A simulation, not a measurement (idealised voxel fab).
Module name: voxel capacitor over wiring (process module)
Pictured: cross-section cut, 215 nm wide, on a grid of 5 nm square cells.
The cross-sections in this document take the form of a grid made of square cells. They are written out as bands, in order from top to bottom. Each band consists of one or more rows of cells. Band: top and bottom heights (nm) first, top before bottom; then materials from left to right, widths in nm. "everywhere" marks a sole material filling the band edge to edge. "air" denotes empty space. Beneath 0, the wafer as received is one material, and that level is where height counting begins. The lowest band goes on downward without a bottom; it is written like "top 0, no bottom". You'd read "30 to 40" like this: the band's top row of cells is as wide as the first number, its bottom row is as wide as the second, and going down, every row changes width by the same amount as the row before did. No cell of the cross-section changed in a step that is given as "changes: none". "Listed closed voids" contains a list of empty spaces, each no smaller than 8 cells and without an open way to the top, written in the form width x height at distance with the distance from the left edge and all three in nm. On a step's line, text after the settings is the simulator commenting on that step. overlay nm: where the mask lay relative to plan, measured to the right, on steps with a mask; negatives go left.

Process steps (planned):
1: RECEIVE [material Si]
2: CONFORMAL_DEP [material SiO2] [thk nm 15]
3: DIRECTIONAL_DEP [material TiN] [thk nm 5]
4: DIRECTIONAL_DEP [material Ru] [thk nm 25]
5: PATTERN [tone cover] [mask id METAL_1] [material resist] [width nm 20] [pitch nm 80] [thk nm 15] [overlay nm 0]
6: DIRECTIONAL_ETCH [etch materials Ru] [depth nm 25]
7: DIRECTIONAL_ETCH [etch materials TiN] [depth nm 5]
8: STRIP [etch materials resist]
9: FILL_DEP [material SiO2] [thk nm 5]
10: CMP [height nm 45]
11: CONFORMAL_DEP [material SiCN] [thk nm 5]
12: DIRECTIONAL_DEP [material SiO2] [thk nm 10]
13: PATTERN [tone open] [mask id PLUG_1] [material resist] [width nm 15] [thk nm 15] [overlay nm 0]
14: DIRECTIONAL_ETCH [etch materials SiO2] [depth nm 10]
15: DIRECTIONAL_ETCH [etch materials SiCN] [depth nm 5]
16: STRIP [etch materials resist]
17: EPI [material Ru] [thk nm 10]
18: EPI [material Ru] [thk nm 5]
19: DIRECTIONAL_DEP [material TiN] [thk nm 10]
20: DIRECTIONAL_DEP [material Al2O3] [thk nm 5]
21: DIRECTIONAL_DEP [material TiN] [thk nm 5]
22: DIRECTIONAL_DEP [material aC] [thk nm 15]
23: PATTERN [tone cover] [mask id UPPER_PLATE] [material resist] [width nm 65] [thk nm 30] [overlay nm 0]
24: DIRECTIONAL_ETCH [etch materials aC] [depth nm 15]
25: STRIP [etch materials resist]
26: DIRECTIONAL_ETCH [etch materials TiN] [depth nm 5]
27: DIRECTIONAL_ETCH [etch materials Al2O3] [depth nm 5]
28: STRIP [etch materials aC]
29: PATTERN [tone cover] [mask id LOWER_PLATE] [material resist] [width nm 75] [thk nm 20] [overlay nm 0]
30: DIRECTIONAL_ETCH [etch materials TiN] [depth nm 10]
31: STRIP [etch materials resist]
32: FILL_DEP [material SiO2] [thk nm 15]
33: CMP [height nm 90]
34: PATTERN [tone open] [mask id PLUG_2] [material resist] [width nm 15] [thk nm 15] [overlay nm 0]
35: DIRECTIONAL_ETCH [etch materials SiO2] [depth nm 10]
36: STRIP [etch materials resist]
37: CONFORMAL_DEP [material TiN] [thk nm 5]
38: FILL_DEP [material W] [thk nm 10]
39: CMP [height nm 90]
40: CONFORMAL_DEP [material SiCN] [thk nm 5]

The cross-section here shows the wafer as received, i.e. in its state after step 1:
> top 0, no bottom: Si everywhere
> Listed closed voids: none

Starting structure and process plan are as shown above, but one mistake was made in running the module; the wafer cross-section at the end of the module follows:
> top 85, bottom 80: SiCN everywhere
> top 80, bottom 75: SiO2: 60 / TiN: 65 / SiO2: 90
> top 75, bottom 70: SiO2: 60 / Al2O3: 65 / SiO2: 90
> top 70, bottom 60: SiO2: 55 / TiN: 75 / SiO2: 85
> top 60, bottom 50: SiO2: 60 / Ru: 15 / SiO2: 140
> top 50, bottom 45: SiCN: 60 / Ru: 15 / SiCN: 140
> top 45, bottom 20: SiO2: 55 / Ru: 20 / SiO2: 60 / Ru: 20 / SiO2: 60
> top 20, bottom 15: SiO2: 55 / TiN: 20 / SiO2: 60 / TiN: 20 / SiO2: 60
> top 15, bottom 0: SiO2 everywhere
> top 0, no bottom: Si everywhere
> Listed closed voids: none
In executing the process, a mistake was made relative to the plan: step 39 ran with different settings than intended, the actual operation and settings being CMP [height nm 80]
